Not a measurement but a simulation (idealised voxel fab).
process module | voxel self aligned vias
cross-section cut | 270 nm wide | cells 5 nm
A cross-section is a grid of square cells, given in bands from the top down. A band is one or more rows of cells.
Each band's line starts with the height of the band's top and of its bottom, in nm. Then come its materials from left to right, each with its width in nm. One material with "throughout" fills the band from edge to edge. "air" is empty space.
Height 0 is the level under which the wafer as received is all one material. The lowest band goes on downwards, as in "0 down".
A width such as "30 to 40" changes by the same amount from each row of cells to the next, from the band's top row to its bottom row.
"no change" after a step means that no cell of the cross-section changed.
closed voids: empty space of 8 cells or more with no open way to the top, each as width x height at its distance from the left edge, in nm
after a step's settings: what the simulator itself notes on the step
overlay nm, on a step with a mask: how far to the right of its planned place the mask lay; to the left if negative
plan
1 op RECEIVE | material Si
2 op CONFORMAL_DEP | material SiO2 | thk nm 10
3 op CONFORMAL_DEP | material SiCN | thk nm 5
4 op DIRECTIONAL_DEP | material SiO2 | thk nm 30
5 op PATTERN | tone open | mask id LINES | material resist | width nm 20 | pitch nm 55 | thk nm 15 | overlay nm -15
6 op DIRECTIONAL_ETCH | etch materials SiO2 | depth nm 30
7 op STRIP | etch materials resist
8 op CONFORMAL_DEP | material TiN | thk nm 5
9 op FILL_DEP | material W | thk nm 10
10 op CMP | height nm 45
11 op SELECTIVE_ETCH | etch materials W Ru TiN | depth nm 5
12 op FILL_DEP | material SiN | thk nm 5
13 op CMP | height nm 45
14 op DIRECTIONAL_DEP | material SiO2 | thk nm 15
15 op DIRECTIONAL_DEP | material aC | thk nm 10
16 op PATTERN | tone open | mask id VIAS | material resist | width nm 40 | pitch nm 110 | thk nm 25 | overlay nm 0
17 op DIRECTIONAL_ETCH | etch materials aC | depth nm 10
18 op STRIP | etch materials resist
19 op DIRECTIONAL_ETCH | etch materials SiO2 | depth nm 15
20 op DIRECTIONAL_ETCH | etch materials SiN | depth nm 5
21 op STRIP | etch materials aC
22 op CONFORMAL_DEP | material TiN | thk nm 5
23 op FILL_DEP | material Cu | thk nm 5
24 op CMP | height nm 60
25 op CONFORMAL_DEP | material SiN | thk nm 5
varied across the wafers: overlay nm of step 5. The plan shows the first wafer's value. All wafers start alike
first wafer as received, after step 1
  0 down: Si throughout
  closed voids: none
each wafer at the end: cells of each material gained (+) or lost (-) since it was received, then its closed voids
overlay nm -15 | +26 Cu | +54 SiCN | +60 SiN | +474 SiO2 | +64 TiN | +24 W | closed voids: none
overlay nm -10 | +28 Cu | +54 SiCN | +58 SiN | +474 SiO2 | +64 TiN | +24 W | closed voids: none
overlay nm -5 | +28 Cu | +54 SiCN | +58 SiN | +474 SiO2 | +64 TiN | +24 W | closed voids: none
overlay nm 0 | +28 Cu | +54 SiCN | +58 SiN | +474 SiO2 | +64 TiN | +24 W | closed voids: none
overlay nm 5 | +28 Cu | +54 SiCN | +58 SiN | +474 SiO2 | +64 TiN | +24 W | closed voids: none
overlay nm 10 | +28 Cu | +54 SiCN | +58 SiN | +474 SiO2 | +64 TiN | +24 W | closed voids: none
overlay nm 15 | +26 Cu | +54 SiCN | +60 SiN | +474 SiO2 | +64 TiN | +24 W | closed voids: none
